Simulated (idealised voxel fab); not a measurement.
The following process module bears the name voxel spacer lines.
The cross-section shown here is cut; it is 200 nm wide and divided into square cells measuring 5 nm on a side.
Cross-section spec: square-cell grid; bands listed top down; each band is one or more rows.
Band entry format. Leading values: height of top, height of bottom, nm. Remainder: materials in left-to-right order, each with its width in nm. Special words: "all across" on a single material, which then fills the band edge to edge; "air", empty space.
The level at which height equals 0 is the one under which the wafer, as it arrives, is entirely one material. No lower edge exists for the bottom band, which continues downward and is notated as in "from 0 down".
A two-number width, for instance "30..40", indicates that the width is equal to the first number in the top row of the band and to the second number in the bottom row, and that it changes by a constant amount per row of cells.
"no alterations made" -> step changed no cross-section cell.
Any empty space of 8 cells or more lacking an open way to the top shows up in "Enclosed voids" as width x height at distance, distance from the left edge, in nm.
after a step's settings: what the simulator itself notes on the step
The line of a step may include "overlay nm". On a step with a mask, this value is how far to the right of its planned place the mask lay. A negative value means the mask lay to the left.
**The planned process steps are enumerated hereunder**
- 1: RECEIVE (material Si)
- 2: CONFORMAL_DEP (material Al2O3; thk nm 10)
- 3: DIRECTIONAL_DEP (material W; thk nm 20)
- 4: DIRECTIONAL_DEP (material aC; thk nm 20)
- 5: PATTERN (tone cover; mask id MANDREL; material resist; width nm 20; pitch nm 60; thk nm 25; overlay nm 0)
- 6: DIRECTIONAL_ETCH (etch materials aC; depth nm 20)
- 7: STRIP (etch materials resist)
- 8: CONFORMAL_DEP (material SiN; thk nm 10)
- 9: DIRECTIONAL_ETCH (etch materials SiN; depth nm 10)
- 10: STRIP (etch materials aC)
- 11: DIRECTIONAL_ETCH (etch materials W; depth nm 20)
- 12: STRIP (etch materials SiN)
**First of two wafers - as planned**
**Here's what the wafer looked like in cross-section when it arrived - that's after step 1**
	from 0 down | Si all across
	Enclosed voids: none
**Cross-section through the wafer, step 2 finished**
	from 10 to 0 | Al2O3 all across
	Everything below 0 is unchanged.
**Cross-section through the wafer, step 3 finished**
	from 30 to 10 | W all across
	Everything below 10 is unchanged.
**Cross-section through the wafer, step 4 finished**
	from 50 to 30 | aC all across
	Everything below 30 is unchanged.
**Cross-section through the wafer, step 5 finished**
	from 75 to 50 | air 30  resist 20  air 40  resist 20  air 40  resist 20  air 30
	Everything below 50 is unchanged.
**Cross-section through the wafer, step 6 finished**
	from 55 to 50 | air 30  resist 20  air 40  resist 20  air 40  resist 20  air 30
	from 50 to 30 | air 30  aC 20  air 40  aC 20  air 40  aC 20  air 30
	Everything below 30 is unchanged.
**Cross-section through the wafer, step 7 finished**
	from 50 to 30 | air 30  aC 20  air 40  aC 20  air 40  aC 20  air 30
	Everything below 30 is unchanged.
**Cross-section through the wafer, step 8 finished**
	from 60 to 50 | air 20  SiN 40  air 20  SiN 40  air 20  SiN 40  air 20
	from 50 to 40 | air 20  SiN 10  aC 20  SiN 10  air 20  SiN 10  aC 20  SiN 10  air 20  SiN 10  aC 20  SiN 10  air 20
	from 40 to 30 | SiN 30  aC 20  SiN 40  aC 20  SiN 40  aC 20  SiN 30
	Everything below 30 is unchanged.
**Cross-section through the wafer, step 9 finished**
	from 50 to 30 | air 20  SiN 10  aC 20  SiN 10  air 20  SiN 10  aC 20  SiN 10  air 20  SiN 10  aC 20  SiN 10  air 20
	Everything below 30 is unchanged.
**Cross-section through the wafer, step 10 finished**
	from 50 to 30 | air 20  SiN 10  air 20  SiN 10  air 20  SiN 10  air 20  SiN 10  air 20  SiN 10  air 20  SiN 10  air 20
	Everything below 30 is unchanged.
**Cross-section through the wafer, step 11 finished**
	from 50 to 30 | air 20  SiN 10  air 20  SiN 10  air 20  SiN 10  air 20  SiN 10  air 20  SiN 10  air 20  SiN 10  air 20
	from 30 to 10 | air 20  W 10  air 20  W 10  air 20  W 10  air 20  W 10  air 20  W 10  air 20  W 10  air 20
	Everything below 10 is unchanged.
**Cross-section through the wafer, step 12 finished**
	from 30 to 10 | air 20  W 10  air 20  W 10  air 20  W 10  air 20  W 10  air 20  W 10  air 20  W 10  air 20
	Everything below 10 is unchanged.
**Notes, second wafer: start = first wafer's, plan = first wafer's, execution had one mistake; history identical to first through step 9**
**Here is the second wafer in cross-section at the point where step 10 of the plan should have been done**
	from 50 to 30 | air 30  aC 20  air 40  aC 20  air 40  aC 20  air 30
	Everything below 30 is unchanged.
**Here is the second wafer in cross-section at the point where step 11 of the plan should have been done**
	from 50 to 30 | air 30  aC 20  air 40  aC 20  air 40  aC 20  air 30
	from 30 to 10 | air 30  W 20  air 40  W 20  air 40  W 20  air 30
	Everything below 10 is unchanged.
Here is the second wafer in cross-section at the point where step 12 of the plan should have been done: no alterations made
Nonconformance to the process plan: not per plan at step 10, really ran STRIP (etch materials SiN)
Once processing is complete, comparing cell counts shows that the second wafer has more or fewer of certain materials than the first: aC +48
